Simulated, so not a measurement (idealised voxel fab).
voxel self aligned contacts: a process module
Displayed cross-section: cut, width of 275 nm, square cells sized 5 nm.
Cross-section = grid of square cells, listed top down in bands; band = one or more rows.
Read a band's entry like this: the first values are the height of its top and the height of its bottom in nm, and what follows is the sequence of materials from left to right, each with its width in nm. Note that "air" is empty space, and that a single material marked "everywhere" reaches across the band from edge to edge.
Note: height 0 marks the level under which the wafer is uniformly one material as received. Lowest band unbounded below, written "0..down".
Think of "30->40" as a width that walks from the first number to the second as you go down the band, top row to bottom row, taking equal-sized steps from row to row.
The designation "no modification", where it is given for a processing step, indicates that no cell of the cross-section was altered in the course of that step.
"Internal closed voids": empty spaces of 8 cells or more with no open way to the top, each given as width x height at distance, distance from the left edge, all in nm.
Where a step's line continues beyond its settings, the continuation is a remark by the simulator itself on that step.
overlay nm: right-of-plan distance of the mask on a masked step; negative values mean left-of-plan.

-- Below is the list of planned process steps
1. RECEIVE [material Si]
2. OXIDIZE [depth nm 5]
3. DIRECTIONAL_DEP [material polySi] [thk nm 30]
4. DIRECTIONAL_DEP [material SiN] [thk nm 20]
5. PATTERN [tone cover] [mask id GATE] [material resist] [width nm 35] [pitch nm 70] [thk nm 20] [overlay nm 0]
6. DIRECTIONAL_ETCH [etch materials SiN] [depth nm 20]
7. DIRECTIONAL_ETCH [etch materials polySi] [depth nm 30]
8. STRIP [etch materials resist]
9. CONFORMAL_DEP [material SiN] [thk nm 5]
10. DIRECTIONAL_ETCH [etch materials SiN] [depth nm 5]
11. FILL_DEP [material SiO2] [thk nm 15]
12. CMP [height nm 60]
13. PATTERN [tone open] [mask id CONTACT] [material resist] [width nm 55] [pitch nm 70] [thk nm 20] [overlay nm 0]
14. DIRECTIONAL_ETCH [etch materials SiO2] [depth nm 65]
15. STRIP [etch materials resist]
16. CONFORMAL_DEP [material TiN] [thk nm 5]
17. FILL_DEP [material W] [thk nm 5]
18. CMP [height nm 60]
19. CONFORMAL_DEP [material SiN] [thk nm 5]

-- Delivered wafer in cross-section: state after step 1
	0..down  Si everywhere
	Internal closed voids: none

-- a wafer at the end: this start, this plan, one mistake
	65..60  SiN everywhere
	60..50  SiO2 65, then TiN 5->30, then W 45->15, then TiN 5->10, then SiO2 15, then TiN 5->30, then W 45->15, then TiN 5->10, then SiO2 85
	50..30  SiO2 45, then SiN 45, then TiN 5, then W 15, then TiN 5, then SiN 45, then TiN 5, then W 15, then TiN 5, then SiN 45, then SiO2 45
	30..0  SiO2 45, then SiN 5, then polySi 35, then SiN 5, then TiN 5, then W 15, then TiN 5, then SiN 5, then polySi 35, then SiN 5, then TiN 5, then W 15, then TiN 5, then SiN 5, then polySi 35, then SiN 5, then SiO2 45
	0..-5  SiO2 90, then TiN 25, then SiO2 45, then TiN 25, then SiO2 90
	-5..down  Si everywhere
	Internal closed voids: none
What went wrong in running the wafer? not per plan at step 13, really ran PATTERN [tone open] [mask id CONTACT] [material resist] [width nm 55] [pitch nm 70] [thk nm 20] [overlay nm -10]
